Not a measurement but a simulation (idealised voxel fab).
The process module presented herein is designated voxel self aligned vias.
The cross-section shown here is cut; it is 140 nm wide and divided into square cells measuring 5 nm on a side.
Think of the cross-section as a grid of square cells. We describe it in bands, top to bottom, and each band covers one or more rows of those cells.
Per band: top height and bottom height in nm, followed by the left-to-right materials and their widths in nm; "throughout" marks a single material spanning edge to edge, "empty" marks empty space.
Counting heights begins at 0, where everything beneath is, in the wafer as received, one material. The lowest band has no bottom; it goes on downwards, as "from 0 down" shows.
A width given as "30 to 40" starts at the first number in the band's top row and ends at the second number in its bottom row, shifting by an equal amount at every step from row to row.
The designation "nothing altered", where it is given for a processing step, indicates that no cell of the cross-section was altered in the course of that step.
"Trapped cavities" - sealed voids, min. 8 cells, no opening to top; format: width x height at distance (distance from left edge; nm throughout).
If you see something after the settings on a step's line, that's the simulator's own remark about that step.
For masked steps, "overlay nm" on the step line gives how far right of plan the mask actually lay; a minus sign means it lay to the left.

The process steps that were planned are listed below
| 1 | RECEIVE, material Si |
| 2 | CONFORMAL_DEP, material SiO2, thk nm 10 |
| 3 | CONFORMAL_DEP, material SiCN, thk nm 5 |
| 4 | DIRECTIONAL_DEP, material lowk, thk nm 30 |
| 5 | PATTERN, tone open, mask id LINES, material resist, width nm 20, pitch nm 45, thk nm 20, overlay nm 0 |
| 6 | DIRECTIONAL_ETCH, etch materials lowk, depth nm 30 |
| 7 | STRIP, etch materials resist |
| 8 | CONFORMAL_DEP, material TiN, thk nm 5 |
| 9 | FILL_DEP, material W, thk nm 10 |
| 10 | CMP, height nm 45 |
| 11 | SELECTIVE_ETCH, etch materials W Ru TiN, depth nm 10 |
| 12 | FILL_DEP, material SiN, thk nm 5 |
| 13 | CMP, height nm 45 |
| 14 | DIRECTIONAL_DEP, material lowk, thk nm 20 |
| 15 | DIRECTIONAL_DEP, material aC, thk nm 10 |
| 16 | PATTERN, tone open, mask id VIAS, material resist, width nm 30, pitch nm 45, thk nm 25, overlay nm 0 |
| 17 | DIRECTIONAL_ETCH, etch materials aC, depth nm 10 |
| 18 | STRIP, etch materials resist |
| 19 | DIRECTIONAL_ETCH, etch materials lowk, depth nm 20 |
| 20 | DIRECTIONAL_ETCH, etch materials SiN, depth nm 10 |
| 21 | STRIP, etch materials aC |
| 22 | CONFORMAL_DEP, material TiN, thk nm 5 |
| 23 | FILL_DEP, material Cu, thk nm 10 |
| 24 | CMP, height nm 65 |
| 25 | CONFORMAL_DEP, material SiCN, thk nm 5 |

The first of the two wafers, which ran as planned

Here's what the wafer looked like in cross-section when it arrived - that's after step 1
> from 0 down  Si throughout
> Trapped cavities: none

Cross-sectional representation of the wafer at the conclusion of step 2
> from 10 to 0  SiO2 throughout
> Lower than 0, everything is as it was.

Cross-sectional representation of the wafer at the conclusion of step 3
> from 15 to 10  SiCN throughout
> Lower than 10, everything is as it was.

Cross-sectional representation of the wafer at the conclusion of step 4
> from 45 to 15  lowk throughout
> Lower than 15, everything is as it was.

Cross-sectional representation of the wafer at the conclusion of step 5
> from 65 to 45  resist 35 nm; empty 20 nm; resist 25 nm; empty 20 nm; resist 40 nm
> Lower than 45, everything is as it was.

Cross-sectional representation of the wafer at the conclusion of step 6
> from 65 to 45  resist 35 nm; empty 20 nm; resist 25 nm; empty 20 nm; resist 40 nm
> from 45 to 15  lowk 35 nm; empty 20 nm; lowk 25 nm; empty 20 nm; lowk 40 nm
> Lower than 15, everything is as it was.

Cross-sectional representation of the wafer at the conclusion of step 7
> from 45 to 15  lowk 35 nm; empty 20 nm; lowk 25 nm; empty 20 nm; lowk 40 nm
> Lower than 15, everything is as it was.

Cross-sectional representation of the wafer at the conclusion of step 8
> from 50 to 45  TiN 40 nm; empty 10 nm; TiN 35 nm; empty 10 nm; TiN 45 nm
> from 45 to 20  lowk 35 nm; TiN 5 nm; empty 10 nm; TiN 5 nm; lowk 25 nm; TiN 5 nm; empty 10 nm; TiN 5 nm; lowk 40 nm
> from 20 to 15  lowk 35 nm; TiN 20 nm; lowk 25 nm; TiN 20 nm; lowk 40 nm
> Lower than 15, everything is as it was.

Cross-sectional representation of the wafer at the conclusion of step 9
> from 60 to 50  W throughout
> from 50 to 45  TiN 40 nm; W 10 nm; TiN 35 nm; W 10 nm; TiN 45 nm
> from 45 to 20  lowk 35 nm; TiN 5 nm; W 10 nm; TiN 5 nm; lowk 25 nm; TiN 5 nm; W 10 nm; TiN 5 nm; lowk 40 nm
> Lower than 20, everything is as it was.

Cross-sectional representation of the wafer at the conclusion of step 10
> from 45 to 20  lowk 35 nm; TiN 5 nm; W 10 nm; TiN 5 nm; lowk 25 nm; TiN 5 nm; W 10 nm; TiN 5 nm; lowk 40 nm
> Lower than 20, everything is as it was.

Cross-sectional representation of the wafer at the conclusion of step 11
> from 45 to 35  lowk 35 nm; empty 20 nm; lowk 25 nm; empty 20 nm; lowk 40 nm
> Lower than 35, everything is as it was.

Cross-sectional representation of the wafer at the conclusion of step 12
> from 50 to 45  SiN throughout
> from 45 to 35  lowk 35 nm; SiN 20 nm; lowk 25 nm; SiN 20 nm; lowk 40 nm
> Lower than 35, everything is as it was.

Cross-sectional representation of the wafer at the conclusion of step 13
> from 45 to 35  lowk 35 nm; SiN 20 nm; lowk 25 nm; SiN 20 nm; lowk 40 nm
> Lower than 35, everything is as it was.

Cross-sectional representation of the wafer at the conclusion of step 14
> from 65 to 45  lowk throughout
> Lower than 45, everything is as it was.

Cross-sectional representation of the wafer at the conclusion of step 15
> from 75 to 65  aC throughout
> Lower than 65, everything is as it was.

Cross-sectional representation of the wafer at the conclusion of step 16
> from 100 to 75  resist 30 nm; empty 30 nm; resist 15 nm; empty 30 nm; resist 35 nm
> Lower than 75, everything is as it was.

Cross-sectional representation of the wafer at the conclusion of step 17
> from 90 to 75  resist 30 nm; empty 30 nm; resist 15 nm; empty 30 nm; resist 35 nm
> from 75 to 65  aC 30 nm; empty 30 nm; aC 15 nm; empty 30 nm; aC 35 nm
> Lower than 65, everything is as it was.

Cross-sectional representation of the wafer at the conclusion of step 18
> from 75 to 65  aC 30 nm; empty 30 nm; aC 15 nm; empty 30 nm; aC 35 nm
> Lower than 65, everything is as it was.

Cross-sectional representation of the wafer at the conclusion of step 19
> from 75 to 65  aC 30 nm; empty 30 nm; aC 15 nm; empty 30 nm; aC 35 nm
> from 65 to 45  lowk 30 nm; empty 30 nm; lowk 15 nm; empty 30 nm; lowk 35 nm
> Lower than 45, everything is as it was.

Cross-sectional representation of the wafer at the conclusion of step 20
> from 75 to 65  aC 30 nm; empty 30 nm; aC 15 nm; empty 30 nm; aC 35 nm
> from 65 to 45  lowk 30 nm; empty 30 nm; lowk 15 nm; empty 30 nm; lowk 35 nm
> from 45 to 35  lowk 35 nm; empty 20 nm; lowk 25 nm; empty 20 nm; lowk 40 nm
> Lower than 35, everything is as it was.

Cross-sectional representation of the wafer at the conclusion of step 21
> from 65 to 45  lowk 30 nm; empty 30 nm; lowk 15 nm; empty 30 nm; lowk 35 nm
> Lower than 45, everything is as it was.

Cross-sectional representation of the wafer at the conclusion of step 22
> from 70 to 65  TiN 35 nm; empty 20 nm; TiN 25 nm; empty 20 nm; TiN 40 nm
> from 65 to 50  lowk 30 nm; TiN 5 nm; empty 20 nm; TiN 5 nm; lowk 15 nm; TiN 5 nm; empty 20 nm; TiN 5 nm; lowk 35 nm
> from 50 to 40  lowk 30 to 35 nm; TiN 10 to 5 nm; empty 10 nm; TiN 10 to 5 nm; lowk 15 to 25 nm; TiN 10 to 5 nm; empty 10 nm; TiN 10 to 5 nm; lowk 35 to 40 nm
> from 40 to 35  lowk 35 nm; TiN 20 nm; lowk 25 nm; TiN 20 nm; lowk 40 nm
> Lower than 35, everything is as it was.

Cross-sectional representation of the wafer at the conclusion of step 23
> from 80 to 70  Cu throughout
> from 70 to 65  TiN 35 nm; Cu 20 nm; TiN 25 nm; Cu 20 nm; TiN 40 nm
> from 65 to 50  lowk 30 nm; TiN 5 nm; Cu 20 nm; TiN 5 nm; lowk 15 nm; TiN 5 nm; Cu 20 nm; TiN 5 nm; lowk 35 nm
> from 50 to 40  lowk 30 to 35 nm; TiN 10 to 5 nm; Cu 10 nm; TiN 10 to 5 nm; lowk 15 to 25 nm; TiN 10 to 5 nm; Cu 10 nm; TiN 10 to 5 nm; lowk 35 to 40 nm
> Lower than 40, everything is as it was.

Cross-sectional representation of the wafer at the conclusion of step 24
> from 65 to 50  lowk 30 nm; TiN 5 nm; Cu 20 nm; TiN 5 nm; lowk 15 nm; TiN 5 nm; Cu 20 nm; TiN 5 nm; lowk 35 nm
> Lower than 50, everything is as it was.

Cross-sectional representation of the wafer at the conclusion of step 25
> from 70 to 65  SiCN throughout
> Lower than 65, everything is as it was.

Here the second wafer is described. Its start and its plan were those of the first wafer. Its run contained one mistake. Up to and including step 13, it did exactly what the first wafer did

when step 14 should have ended
> from 65 to 45  Ru throughout
> Lower than 45, everything is as it was.

when step 15 should have ended
> from 75 to 65  aC throughout
> Lower than 65, everything is as it was.

when step 16 should have ended
> from 100 to 75  resist 30 nm; empty 30 nm; resist 15 nm; empty 30 nm; resist 35 nm
> Lower than 75, everything is as it was.

when step 17 should have ended
> from 90 to 75  resist 30 nm; empty 30 nm; resist 15 nm; empty 30 nm; resist 35 nm
> from 75 to 65  aC 30 nm; empty 30 nm; aC 15 nm; empty 30 nm; aC 35 nm
> Lower than 65, everything is as it was.

when step 18 should have ended
> from 75 to 65  aC 30 nm; empty 30 nm; aC 15 nm; empty 30 nm; aC 35 nm
> Lower than 65, everything is as it was.

when step 19 should have ended: nothing altered

when step 20 should have ended: nothing altered

when step 21 should have ended
> from 65 to 45  Ru throughout
> Lower than 45, everything is as it was.

when step 22 should have ended
> from 70 to 65  TiN throughout
> Lower than 65, everything is as it was.

when step 23 should have ended
> from 80 to 70  Cu throughout
> Lower than 70, everything is as it was.

when step 24 should have ended
> from 65 to 45  Ru throughout
> Lower than 45, everything is as it was.

when step 25 should have ended
> from 70 to 65  SiCN throughout
> Lower than 65, everything is as it was.
Here's what went sideways: so step 14 ended up running with a different setting than we planned, it ran as DIRECTIONAL_DEP, material Ru, thk nm 20
FYI, end of process, the second wafer has more or fewer cells of some materials than the first: -32 Cu | +112 Ru | +16 SiN | -32 TiN | -64 lowk
